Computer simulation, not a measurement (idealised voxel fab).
Proc. module: voxel air gaps
The width of the displayed cross-section, cut, is 165 nm; its cells are square, with a size of 5 nm.
In what follows, cross-sections appear as grids of square cells, described through bands that run from the top down, where every band is one or more rows of cells. Band: top and bottom heights (nm) first, top before bottom; then materials from left to right, widths in nm. "all across" marks a sole material filling the band edge to edge. "blank" denotes empty space. Convention: height 0 is the level below which the wafer, as received, is all one material. The lowest band does not terminate at the bottom but continues downward, represented as "top 0, no bottom". Top row gets the first number, bottom row gets the second, and each row in between changes by the same step: that is how a band width like "30->40" works. What does "no change occurred" mean for a step? It means no cell of the cross-section changed in that step. "Sealed internal voids" means: voids of 8 cells or more that are shut off from the top with no open way through. Written width x height at distance, distance from the left edge, in nm. If you see something after the settings on a step's line, that's the simulator's own remark about that step. Steps that use a mask can have "overlay nm" on their line. It says how far the mask sat to the right of where it was meant to be. Negative means to the left.
**The process steps that were planned are listed below**
step 1: RECEIVE, material Si
step 2: CONFORMAL_DEP, material SiO2, thk nm 15
step 3: CONFORMAL_DEP, material SiCN, thk nm 5
step 4: DIRECTIONAL_DEP, material SiO2, thk nm 30
step 5: DIRECTIONAL_DEP, material aC, thk nm 10
step 6: PATTERN, tone open, mask id LINES, material resist, width nm 15, pitch nm 40, thk nm 25, overlay nm 0
step 7: DIRECTIONAL_ETCH, etch materials aC, depth nm 10
step 8: STRIP, etch materials resist
step 9: DIRECTIONAL_ETCH, etch materials SiO2, depth nm 30
step 10: STRIP, etch materials aC
step 11: CONFORMAL_DEP, material TiN, thk nm 5
step 12: FILL_DEP, material W, thk nm 10
step 13: CMP, height nm 50
step 14: EPI, material Ru, thk nm 10
step 15: SELECTIVE_ETCH, etch materials SiO2, depth nm 40
step 16: CONFORMAL_DEP, material SiCN, thk nm 5
**first wafer, as planned**
**As-received wafer cross-section (after step 1)**
> top 0, no bottom | Si all across
> Sealed internal voids: none
**Cross-sectional representation of the wafer at the conclusion of step 2**
> top 15, bottom 0 | SiO2 all across
> Nothing below the height 0 has changed.
**Cross-sectional representation of the wafer at the conclusion of step 3**
> top 20, bottom 15 | SiCN all across
> Nothing below the height 15 has changed.
**Cross-sectional representation of the wafer at the conclusion of step 4**
> top 50, bottom 20 | SiO2 all across
> Nothing below the height 20 has changed.
**Cross-sectional representation of the wafer at the conclusion of step 5**
> top 60, bottom 50 | aC all across
> Nothing below the height 50 has changed.
**Cross-sectional representation of the wafer at the conclusion of step 6**
> top 85, bottom 60 | resist 35 nm / blank 15 nm / resist 25 nm / blank 15 nm / resist 25 nm / blank 15 nm / resist 35 nm
> Nothing below the height 60 has changed.
**Cross-sectional representation of the wafer at the conclusion of step 7**
> top 75, bottom 60 | resist 35 nm / blank 15 nm / resist 25 nm / blank 15 nm / resist 25 nm / blank 15 nm / resist 35 nm
> top 60, bottom 50 | aC 35 nm / blank 15 nm / aC 25 nm / blank 15 nm / aC 25 nm / blank 15 nm / aC 35 nm
> Nothing below the height 50 has changed.
**Cross-sectional representation of the wafer at the conclusion of step 8**
> top 60, bottom 50 | aC 35 nm / blank 15 nm / aC 25 nm / blank 15 nm / aC 25 nm / blank 15 nm / aC 35 nm
> Nothing below the height 50 has changed.
**Cross-sectional representation of the wafer at the conclusion of step 9**
> top 60, bottom 50 | aC 35 nm / blank 15 nm / aC 25 nm / blank 15 nm / aC 25 nm / blank 15 nm / aC 35 nm
> top 50, bottom 20 | SiO2 35 nm / blank 15 nm / SiO2 25 nm / blank 15 nm / SiO2 25 nm / blank 15 nm / SiO2 35 nm
> Nothing below the height 20 has changed.
**Cross-sectional representation of the wafer at the conclusion of step 10**
> top 50, bottom 20 | SiO2 35 nm / blank 15 nm / SiO2 25 nm / blank 15 nm / SiO2 25 nm / blank 15 nm / SiO2 35 nm
> Nothing below the height 20 has changed.
**Cross-sectional representation of the wafer at the conclusion of step 11**
> top 55, bottom 50 | TiN 40 nm / blank 5 nm / TiN 35 nm / blank 5 nm / TiN 35 nm / blank 5 nm / TiN 40 nm
> top 50, bottom 25 | SiO2 35 nm / TiN 5 nm / blank 5 nm / TiN 5 nm / SiO2 25 nm / TiN 5 nm / blank 5 nm / TiN 5 nm / SiO2 25 nm / TiN 5 nm / blank 5 nm / TiN 5 nm / SiO2 35 nm
> top 25, bottom 20 | SiO2 35 nm / TiN 15 nm / SiO2 25 nm / TiN 15 nm / SiO2 25 nm / TiN 15 nm / SiO2 35 nm
> Nothing below the height 20 has changed.
**Cross-sectional representation of the wafer at the conclusion of step 12**
> top 65, bottom 55 | W all across
> top 55, bottom 50 | TiN 40 nm / W 5 nm / TiN 35 nm / W 5 nm / TiN 35 nm / W 5 nm / TiN 40 nm
> top 50, bottom 25 | SiO2 35 nm / TiN 5 nm / W 5 nm / TiN 5 nm / SiO2 25 nm / TiN 5 nm / W 5 nm / TiN 5 nm / SiO2 25 nm / TiN 5 nm / W 5 nm / TiN 5 nm / SiO2 35 nm
> Nothing below the height 25 has changed.
**Cross-sectional representation of the wafer at the conclusion of step 13**
> top 50, bottom 25 | SiO2 35 nm / TiN 5 nm / W 5 nm / TiN 5 nm / SiO2 25 nm / TiN 5 nm / W 5 nm / TiN 5 nm / SiO2 25 nm / TiN 5 nm / W 5 nm / TiN 5 nm / SiO2 35 nm
> Nothing below the height 25 has changed.
**Cross-sectional representation of the wafer at the conclusion of step 14**
> top 60, bottom 50 | blank 25 nm / Ru 35 nm / blank 5 nm / Ru 35 nm / blank 5 nm / Ru 35 nm / blank 25 nm
> Nothing below the height 50 has changed.
**Cross-sectional representation of the wafer at the conclusion of step 15**
> top 60, bottom 50 | blank 25 nm / Ru 35 nm / blank 5 nm / Ru 35 nm / blank 5 nm / Ru 35 nm / blank 25 nm
> top 50, bottom 25 | blank 35 nm / TiN 5 nm / W 5 nm / TiN 5 nm / blank 25 nm / TiN 5 nm / W 5 nm / TiN 5 nm / blank 25 nm / TiN 5 nm / W 5 nm / TiN 5 nm / blank 35 nm
> top 25, bottom 20 | blank 35 nm / TiN 15 nm / blank 25 nm / TiN 15 nm / blank 25 nm / TiN 15 nm / blank 35 nm
> Nothing below the height 20 has changed.
**Cross-sectional representation of the wafer at the conclusion of step 16**
> top 65, bottom 60 | blank 20 nm / SiCN 125 nm / blank 20 nm
> top 60, bottom 50 | blank 20 nm / SiCN 5 nm / Ru 35 nm / SiCN 5 nm / Ru 35 nm / SiCN 5 nm / Ru 35 nm / SiCN 5 nm / blank 20 nm
> top 50, bottom 45 | blank 20 nm / SiCN 15 nm / TiN 5 nm / W 5 nm / TiN 5 nm / SiCN 25 nm / TiN 5 nm / W 5 nm / TiN 5 nm / SiCN 25 nm / TiN 5 nm / W 5 nm / TiN 5 nm / SiCN 15 nm / blank 20 nm
> top 45, bottom 25 | blank 30 nm / SiCN 5 nm / TiN 5 nm / W 5 nm / TiN 5 nm / SiCN 5 nm / blank 15 nm / SiCN 5 nm / TiN 5 nm / W 5 nm / TiN 5 nm / SiCN 5 nm / blank 15 nm / SiCN 5 nm / TiN 5 nm / W 5 nm / TiN 5 nm / SiCN 5 nm / blank 30 nm
> top 25, bottom 20 | SiCN 35 nm / TiN 15 nm / SiCN 25 nm / TiN 15 nm / SiCN 25 nm / TiN 15 nm / SiCN 35 nm
> Nothing below the height 20 has changed.
> Sealed internal voids: 15 x 20 at 55; 15 x 20 at 95
**Second of two: same start, same plan, one run error; steps up to and including 2 match the first**
**Second wafer: cross-section at the scheduled end of step 3**
> top 30, bottom 15 | SiCN all across
> Nothing below the height 15 has changed.
**Second wafer: cross-section at the scheduled end of step 4**
> top 60, bottom 30 | SiO2 all across
> Nothing below the height 30 has changed.
**Second wafer: cross-section at the scheduled end of step 5**
> top 70, bottom 60 | aC all across
> Nothing below the height 60 has changed.
**Second wafer: cross-section at the scheduled end of step 6**
> top 95, bottom 70 | resist 35 nm / blank 15 nm / resist 25 nm / blank 15 nm / resist 25 nm / blank 15 nm / resist 35 nm
> Nothing below the height 70 has changed.
**Second wafer: cross-section at the scheduled end of step 7**
> top 85, bottom 70 | resist 35 nm / blank 15 nm / resist 25 nm / blank 15 nm / resist 25 nm / blank 15 nm / resist 35 nm
> top 70, bottom 60 | aC 35 nm / blank 15 nm / aC 25 nm / blank 15 nm / aC 25 nm / blank 15 nm / aC 35 nm
> Nothing below the height 60 has changed.
**Second wafer: cross-section at the scheduled end of step 8**
> top 70, bottom 60 | aC 35 nm / blank 15 nm / aC 25 nm / blank 15 nm / aC 25 nm / blank 15 nm / aC 35 nm
> Nothing below the height 60 has changed.
**Second wafer: cross-section at the scheduled end of step 9**
> top 70, bottom 60 | aC 35 nm / blank 15 nm / aC 25 nm / blank 15 nm / aC 25 nm / blank 15 nm / aC 35 nm
> top 60, bottom 30 | SiO2 35 nm / blank 15 nm / SiO2 25 nm / blank 15 nm / SiO2 25 nm / blank 15 nm / SiO2 35 nm
> Nothing below the height 30 has changed.
**Second wafer: cross-section at the scheduled end of step 10**
> top 60, bottom 30 | SiO2 35 nm / blank 15 nm / SiO2 25 nm / blank 15 nm / SiO2 25 nm / blank 15 nm / SiO2 35 nm
> Nothing below the height 30 has changed.
**Second wafer: cross-section at the scheduled end of step 11**
> top 65, bottom 60 | TiN 40 nm / blank 5 nm / TiN 35 nm / blank 5 nm / TiN 35 nm / blank 5 nm / TiN 40 nm
> top 60, bottom 35 | SiO2 35 nm / TiN 5 nm / blank 5 nm / TiN 5 nm / SiO2 25 nm / TiN 5 nm / blank 5 nm / TiN 5 nm / SiO2 25 nm / TiN 5 nm / blank 5 nm / TiN 5 nm / SiO2 35 nm
> top 35, bottom 30 | SiO2 35 nm / TiN 15 nm / SiO2 25 nm / TiN 15 nm / SiO2 25 nm / TiN 15 nm / SiO2 35 nm
> Nothing below the height 30 has changed.
**Second wafer: cross-section at the scheduled end of step 12**
> top 75, bottom 65 | W all across
> top 65, bottom 60 | TiN 40 nm / W 5 nm / TiN 35 nm / W 5 nm / TiN 35 nm / W 5 nm / TiN 40 nm
> top 60, bottom 35 | SiO2 35 nm / TiN 5 nm / W 5 nm / TiN 5 nm / SiO2 25 nm / TiN 5 nm / W 5 nm / TiN 5 nm / SiO2 25 nm / TiN 5 nm / W 5 nm / TiN 5 nm / SiO2 35 nm
> Nothing below the height 35 has changed.
**Second wafer: cross-section at the scheduled end of step 13**
> top 50, bottom 35 | SiO2 35 nm / TiN 5 nm / W 5 nm / TiN 5 nm / SiO2 25 nm / TiN 5 nm / W 5 nm / TiN 5 nm / SiO2 25 nm / TiN 5 nm / W 5 nm / TiN 5 nm / SiO2 35 nm
> Nothing below the height 35 has changed.
**Second wafer: cross-section at the scheduled end of step 14**
> top 60, bottom 50 | blank 25 nm / Ru 35 nm / blank 5 nm / Ru 35 nm / blank 5 nm / Ru 35 nm / blank 25 nm
> Nothing below the height 50 has changed.
**Second wafer: cross-section at the scheduled end of step 15**
> top 60, bottom 50 | blank 25 nm / Ru 35 nm / blank 5 nm / Ru 35 nm / blank 5 nm / Ru 35 nm / blank 25 nm
> top 50, bottom 35 | blank 35 nm / TiN 5 nm / W 5 nm / TiN 5 nm / blank 25 nm / TiN 5 nm / W 5 nm / TiN 5 nm / blank 25 nm / TiN 5 nm / W 5 nm / TiN 5 nm / blank 35 nm
> top 35, bottom 30 | blank 35 nm / TiN 15 nm / blank 25 nm / TiN 15 nm / blank 25 nm / TiN 15 nm / blank 35 nm
> Nothing below the height 30 has changed.
**Second wafer: cross-section at the scheduled end of step 16**
> top 65, bottom 60 | blank 20 nm / SiCN 125 nm / blank 20 nm
> top 60, bottom 50 | blank 20 nm / SiCN 5 nm / Ru 35 nm / SiCN 5 nm / Ru 35 nm / SiCN 5 nm / Ru 35 nm / SiCN 5 nm / blank 20 nm
> top 50, bottom 45 | blank 20 nm / SiCN 15 nm / TiN 5 nm / W 5 nm / TiN 5 nm / SiCN 25 nm / TiN 5 nm / W 5 nm / TiN 5 nm / SiCN 25 nm / TiN 5 nm / W 5 nm / TiN 5 nm / SiCN 15 nm / blank 20 nm
> top 45, bottom 35 | blank 30 nm / SiCN 5 nm / TiN 5 nm / W 5 nm / TiN 5 nm / SiCN 5 nm / blank 15 nm / SiCN 5 nm / TiN 5 nm / W 5 nm / TiN 5 nm / SiCN 5 nm / blank 15 nm / SiCN 5 nm / TiN 5 nm / W 5 nm / TiN 5 nm / SiCN 5 nm / blank 30 nm
> top 35, bottom 30 | SiCN 35 nm / TiN 15 nm / SiCN 25 nm / TiN 15 nm / SiCN 25 nm / TiN 15 nm / SiCN 35 nm
> Nothing below the height 30 has changed.
Run error: step 3 did not happen as planned, as run it was CONFORMAL_DEP, material SiCN, thk nm 15
End check, counted in cells, second wafer has more or fewer of these materials than the first: SiCN +54, TiN -12, W -6
On completion, 0 closed voids are found in the second wafer, whereas the first wafer has 2.
